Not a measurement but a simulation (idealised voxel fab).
The following process module bears the name voxel wiring stack.
200 nm wide, 5 nm square cells: that's cross-section cut.
This document writes a cross-section as a grid whose cells are square, and gives it as bands, listed from the top down; one or more rows of cells form a band. Top height, bottom height, nm. Materials left to right, width each, nm. Single material + "edge to edge" = fills band edge to edge. "empty" = empty. We count height from 0. Below that, the starting wafer is all one material. The lowest band never ends at the bottom but goes on down; see "from 0 down" for how that is written. Note: "30..40" means the width goes from the first number (top row of the band) to the second number (bottom row) in equal steps per row of cells. "no change" for a step: no cell of the cross-section changed in that step. Closed empty spaces (no open way to the top) of 8 cells or more are what "Closed void inventory" lists, each as width x height at distance from the left edge, nm for all three. What comes after the settings on a step's line is commentary from the simulator itself on that step. What "overlay nm" on a step's line means: if the step has a mask, that mask lay this far to the right of its planned place, or, when the value is negative, to the left.

The following list gives the planned process steps
1,RECEIVE, material Si
2,CONFORMAL_DEP, material SiO2, thk nm 10
3,DIRECTIONAL_DEP, material TiN, thk nm 5
4,DIRECTIONAL_DEP, material W, thk nm 25
5,DIRECTIONAL_DEP, material aC, thk nm 15
6,PATTERN, tone cover, mask id METAL_1, material resist, width nm 20, pitch nm 40, thk nm 35, overlay nm 0
7,DIRECTIONAL_ETCH, etch materials aC, depth nm 15
8,STRIP, etch materials resist
9,DIRECTIONAL_ETCH, etch materials W, depth nm 25
10,DIRECTIONAL_ETCH, etch materials TiN, depth nm 5
11,STRIP, etch materials aC
12,FILL_DEP, material lowk, thk nm 5
13,CMP, height nm 40
14,CONFORMAL_DEP, material SiCN, thk nm 5
15,DIRECTIONAL_DEP, material lowk, thk nm 10
16,DIRECTIONAL_DEP, material aC, thk nm 15
17,PATTERN, tone open, mask id PLUG_1, material resist, width nm 15, pitch nm 40, thk nm 35, overlay nm 0
18,DIRECTIONAL_ETCH, etch materials aC, depth nm 15
19,STRIP, etch materials resist
20,DIRECTIONAL_ETCH, etch materials lowk, depth nm 10
21,DIRECTIONAL_ETCH, etch materials SiCN, depth nm 5
22,STRIP, etch materials aC
23,EPI, material Ru, thk nm 10
24,EPI, material Ru, thk nm 5
25,CONFORMAL_DEP, material SiN, thk nm 5
26,DIRECTIONAL_DEP, material SiO2, thk nm 15
27,MASKED_ETCH, tone open, mask id METAL_2, width nm 20, pitch nm 40, etch materials SiO2, depth nm 15, overlay nm 0
28,MASKED_ETCH, tone open, mask id METAL_2, width nm 20, pitch nm 40, etch materials SiN, depth nm 5, overlay nm 0
29,CONFORMAL_DEP, material TiN, thk nm 5
30,FILL_DEP, material W, thk nm 5
31,CMP, height nm 75
32,EPI, material Ru, thk nm 5
33,FILL_DEP, material SiCN, thk nm 5
34,DIRECTIONAL_DEP, material SiO2, thk nm 15
35,DIRECTIONAL_DEP, material aC, thk nm 10
36,PATTERN, tone open, mask id PLUG_2, material resist, width nm 15, pitch nm 40, thk nm 25, overlay nm 0
37,DIRECTIONAL_ETCH, etch materials aC, depth nm 10
38,STRIP, etch materials resist
39,DIRECTIONAL_ETCH, etch materials SiO2, depth nm 15
40,DIRECTIONAL_ETCH, etch materials SiCN, depth nm 5
41,STRIP, etch materials aC
42,EPI, material Ru, thk nm 10
43,EPI, material Ru, thk nm 10
44,DIRECTIONAL_DEP, material TiN, thk nm 5
45,DIRECTIONAL_DEP, material W, thk nm 15
46,MASKED_ETCH, tone cover, mask id METAL_3, width nm 20, pitch nm 40, etch materials W, depth nm 15, overlay nm 0
47,MASKED_ETCH, tone cover, mask id METAL_3, width nm 20, pitch nm 40, etch materials TiN, depth nm 5, overlay nm 0
48,FILL_DEP, material SiO2, thk nm 10
49,CMP, height nm 120
50,CONFORMAL_DEP, material SiN, thk nm 5

First of two wafers, with the run carried out as planned

The cross-section here shows the wafer as received, i.e. in its state after step 1
> from 0 down = Si edge to edge
> Closed void inventory: none

After step 2
> from 10 to 0 = SiO2 edge to edge
> Whatever lies below 0 is exactly as it was before.

After step 3
> from 15 to 10 = TiN edge to edge
> Whatever lies below 10 is exactly as it was before.

After step 4
> from 40 to 15 = W edge to edge
> Whatever lies below 15 is exactly as it was before.

After step 5
> from 55 to 40 = aC edge to edge
> Whatever lies below 40 is exactly as it was before.

After step 6
> from 90 to 55 = empty (50) / resist (20) / empty (20) / resist (20) / empty (20) / resist (20) / empty (50)
> Whatever lies below 55 is exactly as it was before.

After step 7
> from 75 to 55 = empty (50) / resist (20) / empty (20) / resist (20) / empty (20) / resist (20) / empty (50)
> from 55 to 40 = empty (50) / aC (20) / empty (20) / aC (20) / empty (20) / aC (20) / empty (50)
> Whatever lies below 40 is exactly as it was before.

After step 8
> from 55 to 40 = empty (50) / aC (20) / empty (20) / aC (20) / empty (20) / aC (20) / empty (50)
> Whatever lies below 40 is exactly as it was before.

After step 9
> from 55 to 40 = empty (50) / aC (20) / empty (20) / aC (20) / empty (20) / aC (20) / empty (50)
> from 40 to 15 = empty (50) / W (20) / empty (20) / W (20) / empty (20) / W (20) / empty (50)
> Whatever lies below 15 is exactly as it was before.

After step 10
> from 55 to 40 = empty (50) / aC (20) / empty (20) / aC (20) / empty (20) / aC (20) / empty (50)
> from 40 to 15 = empty (50) / W (20) / empty (20) / W (20) / empty (20) / W (20) / empty (50)
> from 15 to 10 = empty (50) / TiN (20) / empty (20) / TiN (20) / empty (20) / TiN (20) / empty (50)
> Whatever lies below 10 is exactly as it was before.

After step 11
> from 40 to 15 = empty (50) / W (20) / empty (20) / W (20) / empty (20) / W (20) / empty (50)
> Whatever lies below 15 is exactly as it was before.

After step 12
> from 45 to 40 = lowk edge to edge
> from 40 to 15 = lowk (50) / W (20) / lowk (20) / W (20) / lowk (20) / W (20) / lowk (50)
> from 15 to 10 = lowk (50) / TiN (20) / lowk (20) / TiN (20) / lowk (20) / TiN (20) / lowk (50)
> Whatever lies below 10 is exactly as it was before.

After step 13
> from 40 to 15 = lowk (50) / W (20) / lowk (20) / W (20) / lowk (20) / W (20) / lowk (50)
> Whatever lies below 15 is exactly as it was before.

After step 14
> from 45 to 40 = SiCN edge to edge
> Whatever lies below 40 is exactly as it was before.

After step 15
> from 55 to 45 = lowk edge to edge
> Whatever lies below 45 is exactly as it was before.

After step 16
> from 70 to 55 = aC edge to edge
> Whatever lies below 55 is exactly as it was before.

After step 17
> from 105 to 70 = resist (50) / empty (15) / resist (25) / empty (15) / resist (25) / empty (15) / resist (55)
> Whatever lies below 70 is exactly as it was before.

After step 18
> from 90 to 70 = resist (50) / empty (15) / resist (25) / empty (15) / resist (25) / empty (15) / resist (55)
> from 70 to 55 = aC (50) / empty (15) / aC (25) / empty (15) / aC (25) / empty (15) / aC (55)
> Whatever lies below 55 is exactly as it was before.

After step 19
> from 70 to 55 = aC (50) / empty (15) / aC (25) / empty (15) / aC (25) / empty (15) / aC (55)
> Whatever lies below 55 is exactly as it was before.

After step 20
> from 70 to 55 = aC (50) / empty (15) / aC (25) / empty (15) / aC (25) / empty (15) / aC (55)
> from 55 to 45 = lowk (50) / empty (15) / lowk (25) / empty (15) / lowk (25) / empty (15) / lowk (55)
> Whatever lies below 45 is exactly as it was before.

After step 21
> from 70 to 55 = aC (50) / empty (15) / aC (25) / empty (15) / aC (25) / empty (15) / aC (55)
> from 55 to 45 = lowk (50) / empty (15) / lowk (25) / empty (15) / lowk (25) / empty (15) / lowk (55)
> from 45 to 40 = SiCN (50) / empty (15) / SiCN (25) / empty (15) / SiCN (25) / empty (15) / SiCN (55)
> Whatever lies below 40 is exactly as it was before.

After step 22
> from 55 to 45 = lowk (50) / empty (15) / lowk (25) / empty (15) / lowk (25) / empty (15) / lowk (55)
> Whatever lies below 45 is exactly as it was before.

After step 23
> from 55 to 50 = lowk (50) / empty (15) / lowk (25) / empty (15) / lowk (25) / empty (15) / lowk (55)
> from 50 to 45 = lowk (50) / Ru (15) / lowk (25) / Ru (15) / lowk (25) / Ru (15) / lowk (55)
> from 45 to 40 = SiCN (50) / Ru (15) / SiCN (25) / Ru (15) / SiCN (25) / Ru (15) / SiCN (55)
> Whatever lies below 40 is exactly as it was before.

After step 24
> from 55 to 45 = lowk (50) / Ru (15) / lowk (25) / Ru (15) / lowk (25) / Ru (15) / lowk (55)
> Whatever lies below 45 is exactly as it was before.

After step 25
> from 60 to 55 = SiN edge to edge
> Whatever lies below 55 is exactly as it was before.

After step 26
> from 75 to 60 = SiO2 edge to edge
> Whatever lies below 60 is exactly as it was before.

After step 27
> from 75 to 60 = SiO2 (50) / empty (20) / SiO2 (20) / empty (20) / SiO2 (20) / empty (20) / SiO2 (50)
> Whatever lies below 60 is exactly as it was before.

After step 28
> from 75 to 60 = SiO2 (50) / empty (20) / SiO2 (20) / empty (20) / SiO2 (20) / empty (20) / SiO2 (50)
> from 60 to 55 = SiN (50) / empty (20) / SiN (20) / empty (20) / SiN (20) / empty (20) / SiN (50)
> Whatever lies below 55 is exactly as it was before.

After step 29
> from 80 to 75 = TiN (55) / empty (10) / TiN (30) / empty (10) / TiN (30) / empty (10) / TiN (55)
> from 75 to 60 = SiO2 (50) / TiN (5) / empty (10) / TiN (5) / SiO2 (20) / TiN (5) / empty (10) / TiN (5) / SiO2 (20) / TiN (5) / empty (10) / TiN (5) / SiO2 (50)
> from 60 to 55 = SiN (50) / TiN (20) / SiN (20) / TiN (20) / SiN (20) / TiN (20) / SiN (50)
> Whatever lies below 55 is exactly as it was before.

After step 30
> from 85 to 80 = W edge to edge
> from 80 to 75 = TiN (55) / W (10) / TiN (30) / W (10) / TiN (30) / W (10) / TiN (55)
> from 75 to 60 = SiO2 (50) / TiN (5) / W (10) / TiN (5) / SiO2 (20) / TiN (5) / W (10) / TiN (5) / SiO2 (20) / TiN (5) / W (10) / TiN (5) / SiO2 (50)
> Whatever lies below 60 is exactly as it was before.

After step 31
> from 75 to 60 = SiO2 (50) / TiN (5) / W (10) / TiN (5) / SiO2 (20) / TiN (5) / W (10) / TiN (5) / SiO2 (20) / TiN (5) / W (10) / TiN (5) / SiO2 (50)
> Whatever lies below 60 is exactly as it was before.

After step 32
> from 80 to 75 = empty (45) / Ru (30) / empty (10) / Ru (30) / empty (10) / Ru (30) / empty (45)
> Whatever lies below 75 is exactly as it was before.

After step 33
> from 85 to 80 = SiCN edge to edge
> from 80 to 75 = SiCN (45) / Ru (30) / SiCN (10) / Ru (30) / SiCN (10) / Ru (30) / SiCN (45)
> Whatever lies below 75 is exactly as it was before.

After step 34
> from 100 to 85 = SiO2 edge to edge
> Whatever lies below 85 is exactly as it was before.

After step 35
> from 110 to 100 = aC edge to edge
> Whatever lies below 100 is exactly as it was before.

After step 36
> from 135 to 110 = resist (50) / empty (15) / resist (25) / empty (15) / resist (25) / empty (15) / resist (55)
> Whatever lies below 110 is exactly as it was before.

After step 37
> from 125 to 110 = resist (50) / empty (15) / resist (25) / empty (15) / resist (25) / empty (15) / resist (55)
> from 110 to 100 = aC (50) / empty (15) / aC (25) / empty (15) / aC (25) / empty (15) / aC (55)
> Whatever lies below 100 is exactly as it was before.

After step 38
> from 110 to 100 = aC (50) / empty (15) / aC (25) / empty (15) / aC (25) / empty (15) / aC (55)
> Whatever lies below 100 is exactly as it was before.

After step 39
> from 110 to 100 = aC (50) / empty (15) / aC (25) / empty (15) / aC (25) / empty (15) / aC (55)
> from 100 to 85 = SiO2 (50) / empty (15) / SiO2 (25) / empty (15) / SiO2 (25) / empty (15) / SiO2 (55)
> Whatever lies below 85 is exactly as it was before.

After step 40
> from 110 to 100 = aC (50) / empty (15) / aC (25) / empty (15) / aC (25) / empty (15) / aC (55)
> from 100 to 85 = SiO2 (50) / empty (15) / SiO2 (25) / empty (15) / SiO2 (25) / empty (15) / SiO2 (55)
> from 85 to 80 = SiCN (50) / empty (15) / SiCN (25) / empty (15) / SiCN (25) / empty (15) / SiCN (55)
> Whatever lies below 80 is exactly as it was before.

After step 41
> from 100 to 85 = SiO2 (50) / empty (15) / SiO2 (25) / empty (15) / SiO2 (25) / empty (15) / SiO2 (55)
> Whatever lies below 85 is exactly as it was before.

After step 42
> from 100 to 90 = SiO2 (50) / empty (15) / SiO2 (25) / empty (15) / SiO2 (25) / empty (15) / SiO2 (55)
> from 90 to 85 = SiO2 (50) / Ru (15) / SiO2 (25) / Ru (15) / SiO2 (25) / Ru (15) / SiO2 (55)
> from 85 to 75 = SiCN (50..45) / Ru (15..30) / SiCN (25..10) / Ru (15..30) / SiCN (25..10) / Ru (15..30) / SiCN (55..45)
> Whatever lies below 75 is exactly as it was before.

After step 43
> from 100 to 85 = SiO2 (50) / Ru (15) / SiO2 (25) / Ru (15) / SiO2 (25) / Ru (15) / SiO2 (55)
> Whatever lies below 85 is exactly as it was before.

After step 44
> from 105 to 100 = TiN edge to edge
> Whatever lies below 100 is exactly as it was before.

After step 45
> from 120 to 105 = W edge to edge
> Whatever lies below 105 is exactly as it was before.

After step 46
> from 120 to 105 = empty (50) / W (20) / empty (20) / W (20) / empty (20) / W (20) / empty (50)
> Whatever lies below 105 is exactly as it was before.

After step 47
> from 120 to 105 = empty (50) / W (20) / empty (20) / W (20) / empty (20) / W (20) / empty (50)
> from 105 to 100 = empty (50) / TiN (20) / empty (20) / TiN (20) / empty (20) / TiN (20) / empty (50)
> Whatever lies below 100 is exactly as it was before.

After step 48
> from 130 to 120 = SiO2 edge to edge
> from 120 to 105 = SiO2 (50) / W (20) / SiO2 (20) / W (20) / SiO2 (20) / W (20) / SiO2 (50)
> from 105 to 100 = SiO2 (50) / TiN (20) / SiO2 (20) / TiN (20) / SiO2 (20) / TiN (20) / SiO2 (50)
> Whatever lies below 100 is exactly as it was before.

After step 49
> from 120 to 105 = SiO2 (50) / W (20) / SiO2 (20) / W (20) / SiO2 (20) / W (20) / SiO2 (50)
> Whatever lies below 105 is exactly as it was before.

After step 50
> from 125 to 120 = SiN edge to edge
> Whatever lies below 120 is exactly as it was before.

It is to be noted that the second wafer proceeded from the same initial state and according to the same plan as the first, although one mistake was committed in its execution; through step 43, inclusive, the two wafers share an identical history

What the second wafer looks like in cross-section when step 44 should have wrapped up
> from 105 to 100 = aC edge to edge
> Whatever lies below 100 is exactly as it was before.

What the second wafer looks like in cross-section when step 45 should have wrapped up
> from 120 to 105 = W edge to edge
> Whatever lies below 105 is exactly as it was before.

What the second wafer looks like in cross-section when step 46 should have wrapped up
> from 120 to 105 = empty (50) / W (20) / empty (20) / W (20) / empty (20) / W (20) / empty (50)
> Whatever lies below 105 is exactly as it was before.

What the second wafer looks like in cross-section when step 47 should have wrapped up: no change

What the second wafer looks like in cross-section when step 48 should have wrapped up
> from 130 to 120 = SiO2 edge to edge
> from 120 to 105 = SiO2 (50) / W (20) / SiO2 (20) / W (20) / SiO2 (20) / W (20) / SiO2 (50)
> Whatever lies below 105 is exactly as it was before.

What the second wafer looks like in cross-section when step 49 should have wrapped up
> from 120 to 105 = SiO2 (50) / W (20) / SiO2 (20) / W (20) / SiO2 (20) / W (20) / SiO2 (50)
> Whatever lies below 105 is exactly as it was before.

What the second wafer looks like in cross-section when step 50 should have wrapped up
> from 125 to 120 = SiN edge to edge
> Whatever lies below 120 is exactly as it was before.
So what did we get wrong on this run? for step 44, the planned setting was not used; the step was instead run as DIRECTIONAL_DEP, material aC, thk nm 5
End check, counted in cells, second wafer has more or fewer of these materials than the first: SiO2 -28, TiN -12, aC +40
